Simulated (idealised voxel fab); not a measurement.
Proc. module: voxel fin reveal
290 nm wide, 5 nm square cells: that's cross-section cut.
Square cells in a grid make up a cross-section in this document, and the grid is given as bands, listed from the top down, each one or more rows of cells.
Within each band entry, the heights of the top and of the bottom of the band appear first, in that order and in nm; the materials of the band then follow from left to right, each with its corresponding width in nm. The designation "everywhere" on a single material indicates that it fills the band from edge to edge; the designation "empty" indicates empty space.
It should be noted that heights are counted from 0, beneath which the wafer as supplied is of one material throughout, and that the lowest band possesses no lower boundary but continues downward, as written in "0 and below".
A two-number width, for instance "30..40", indicates that the width is equal to the first number in the top row of the band and to the second number in the bottom row, and that it changes by a constant amount per row of cells.
No cell of the cross-section changed in a step that is given as "no change occurred".
In "Sealed-off cavities" the enclosed voids are listed, meaning empty spaces of 8 cells or larger without any opening to the top. The form is width x height at distance, distance from the left edge, units nm.
On a step's line, text after the settings is the simulator commenting on that step.
Among the settings permitted on a step's line is "overlay nm"; applied to a step with a mask, it specifies the extent to which the mask lay to the right of its planned position, whereas a negative figure signifies a position to the left.
## Steps in the process plan
1 RECEIVE | material Si
2 CONFORMAL_DEP | material SiN | thk nm 10
3 PATTERN | tone cover | mask id FINS | material resist | width nm 15 | pitch nm 40 | thk nm 15 | overlay nm 0
4 DIRECTIONAL_ETCH | etch materials SiN | depth nm 10
5 DIRECTIONAL_ETCH | etch materials Si | depth nm 35
6 STRIP | etch materials resist
7 OXIDIZE | depth nm 5
8 FILL_DEP | material SiO2 | thk nm 5
9 CMP | height nm 10
10 SELECTIVE_ETCH | etch materials SiO2 | depth nm 25
11 STRIP | etch materials SiN
12 CONFORMAL_DEP | material HfO2 | thk nm 5
## First of two wafers, processed according to plan
## Delivered wafer in cross-section: state after step 1
  0 and below | Si everywhere
  Sealed-off cavities: none
## Presented here is a cross-section of the wafer after step 2 has been performed
  10 down to 0 | SiN everywhere
  Below 0, the layers are the same as they were.
## Presented here is a cross-section of the wafer after step 3 has been performed
  25 down to 10 | 115 of empty / 15 of resist / 25 of empty / 15 of resist / 120 of empty
  Below 10, the layers are the same as they were.
## Presented here is a cross-section of the wafer after step 4 has been performed
  25 down to 10 | 115 of empty / 15 of resist / 25 of empty / 15 of resist / 120 of empty
  10 down to 0 | 115 of empty / 15 of SiN / 25 of empty / 15 of SiN / 120 of empty
  Below 0, the layers are the same as they were.
## Presented here is a cross-section of the wafer after step 5 has been performed
  25 down to 10 | 115 of empty / 15 of resist / 25 of empty / 15 of resist / 120 of empty
  10 down to 0 | 115 of empty / 15 of SiN / 25 of empty / 15 of SiN / 120 of empty
  0 down to -35 | 115 of empty / 15 of Si / 25 of empty / 15 of Si / 120 of empty
  Below -35, the layers are the same as they were.
## Presented here is a cross-section of the wafer after step 6 has been performed
  10 down to 0 | 115 of empty / 15 of SiN / 25 of empty / 15 of SiN / 120 of empty
  Below 0, the layers are the same as they were.
## Presented here is a cross-section of the wafer after step 7 has been performed
  10 down to 0 | 115 of empty / 15 of SiN / 25 of empty / 15 of SiN / 120 of empty
  0 down to -35 | 115 of empty / 5 of SiO2 / 5 of Si / 5 of SiO2 / 25 of empty / 5 of SiO2 / 5 of Si / 5 of SiO2 / 120 of empty
  -35 down to -40 | 120 of SiO2 / 5 of Si / 35 of SiO2 / 5 of Si / 125 of SiO2
  Below -40, the layers are the same as they were.
## Presented here is a cross-section of the wafer after step 8 has been performed
  15 down to 10 | SiO2 everywhere
  10 down to 0 | 115 of SiO2 / 15 of SiN / 25 of SiO2 / 15 of SiN / 120 of SiO2
  0 down to -40 | 120 of SiO2 / 5 of Si / 35 of SiO2 / 5 of Si / 125 of SiO2
  Below -40, the layers are the same as they were.
## Presented here is a cross-section of the wafer after step 9 has been performed
  10 down to 0 | 115 of SiO2 / 15 of SiN / 25 of SiO2 / 15 of SiN / 120 of SiO2
  Below 0, the layers are the same as they were.
## Presented here is a cross-section of the wafer after step 10 has been performed
  10 down to 0 | 115 of empty / 15 of SiN / 25 of empty / 15 of SiN / 120 of empty
  0 down to -15 | 120 of empty / 5 of Si / 35 of empty / 5 of Si / 125 of empty
  Below -15, the layers are the same as they were.
## Presented here is a cross-section of the wafer after step 11 has been performed
  0 down to -15 | 120 of empty / 5 of Si / 35 of empty / 5 of Si / 125 of empty
  Below -15, the layers are the same as they were.
## Presented here is a cross-section of the wafer after step 12 has been performed
  5 down to 0 | 115 of empty / 15 of HfO2 / 25 of empty / 15 of HfO2 / 120 of empty
  0 down to -10 | 115 of empty / 5 of HfO2 / 5 of Si / 5 of HfO2 / 25 of empty / 5 of HfO2 / 5 of Si / 5 of HfO2 / 120 of empty
  -10 down to -15 | 120 of HfO2 / 5 of Si / 35 of HfO2 / 5 of Si / 125 of HfO2
  Below -15, the layers are the same as they were.
## Second wafer, same starting state and plan as the first, one mistake in the run, identical through step 2
## Cross-section: second wafer, time at which step 3 was scheduled to end
  25 down to 10 | 110 of empty / 25 of resist / 15 of empty / 25 of resist / 115 of empty
  Below 10, the layers are the same as they were.
## Cross-section: second wafer, time at which step 4 was scheduled to end
  25 down to 10 | 110 of empty / 25 of resist / 15 of empty / 25 of resist / 115 of empty
  10 down to 0 | 110 of empty / 25 of SiN / 15 of empty / 25 of SiN / 115 of empty
  Below 0, the layers are the same as they were.
## Cross-section: second wafer, time at which step 5 was scheduled to end
  25 down to 10 | 110 of empty / 25 of resist / 15 of empty / 25 of resist / 115 of empty
  10 down to 0 | 110 of empty / 25 of SiN / 15 of empty / 25 of SiN / 115 of empty
  0 down to -35 | 110 of empty / 25 of Si / 15 of empty / 25 of Si / 115 of empty
  Below -35, the layers are the same as they were.
## Cross-section: second wafer, time at which step 6 was scheduled to end
  10 down to 0 | 110 of empty / 25 of SiN / 15 of empty / 25 of SiN / 115 of empty
  Below 0, the layers are the same as they were.
## Cross-section: second wafer, time at which step 7 was scheduled to end
  10 down to 0 | 110 of empty / 25 of SiN / 15 of empty / 25 of SiN / 115 of empty
  0 down to -35 | 110 of empty / 5 of SiO2 / 15 of Si / 5 of SiO2 / 15 of empty / 5 of SiO2 / 15 of Si / 5 of SiO2 / 115 of empty
  -35 down to -40 | 115 of SiO2 / 15 of Si / 25 of SiO2 / 15 of Si / 120 of SiO2
  Below -40, the layers are the same as they were.
## Cross-section: second wafer, time at which step 8 was scheduled to end
  15 down to 10 | SiO2 everywhere
  10 down to 0 | 110 of SiO2 / 25 of SiN / 15 of SiO2 / 25 of SiN / 115 of SiO2
  0 down to -40 | 115 of SiO2 / 15 of Si / 25 of SiO2 / 15 of Si / 120 of SiO2
  Below -40, the layers are the same as they were.
## Cross-section: second wafer, time at which step 9 was scheduled to end
  10 down to 0 | 110 of SiO2 / 25 of SiN / 15 of SiO2 / 25 of SiN / 115 of SiO2
  Below 0, the layers are the same as they were.
## Cross-section: second wafer, time at which step 10 was scheduled to end
  10 down to 0 | 110 of empty / 25 of SiN / 15 of empty / 25 of SiN / 115 of empty
  0 down to -15 | 115 of empty / 15 of Si / 25 of empty / 15 of Si / 120 of empty
  Below -15, the layers are the same as they were.
## Cross-section: second wafer, time at which step 11 was scheduled to end
  0 down to -15 | 115 of empty / 15 of Si / 25 of empty / 15 of Si / 120 of empty
  Below -15, the layers are the same as they were.
## Cross-section: second wafer, time at which step 12 was scheduled to end
  5 down to 0 | 110 of empty / 25 of HfO2 / 15 of empty / 25 of HfO2 / 115 of empty
  0 down to -10 | 110 of empty / 5 of HfO2 / 15 of Si / 5 of HfO2 / 15 of empty / 5 of HfO2 / 15 of Si / 5 of HfO2 / 115 of empty
  -10 down to -15 | 115 of HfO2 / 15 of Si / 25 of HfO2 / 15 of Si / 120 of HfO2
  Below -15, the layers are the same as they were.
In executing the process, a mistake was made relative to the plan: not per plan at step 3, really ran PATTERN | tone cover | mask id FINS | material resist | width nm 25 | pitch nm 40 | thk nm 15 | overlay nm 0
End of process, cell counts, second wafer against first, materials with more or fewer: +32 Si; -20 SiO2
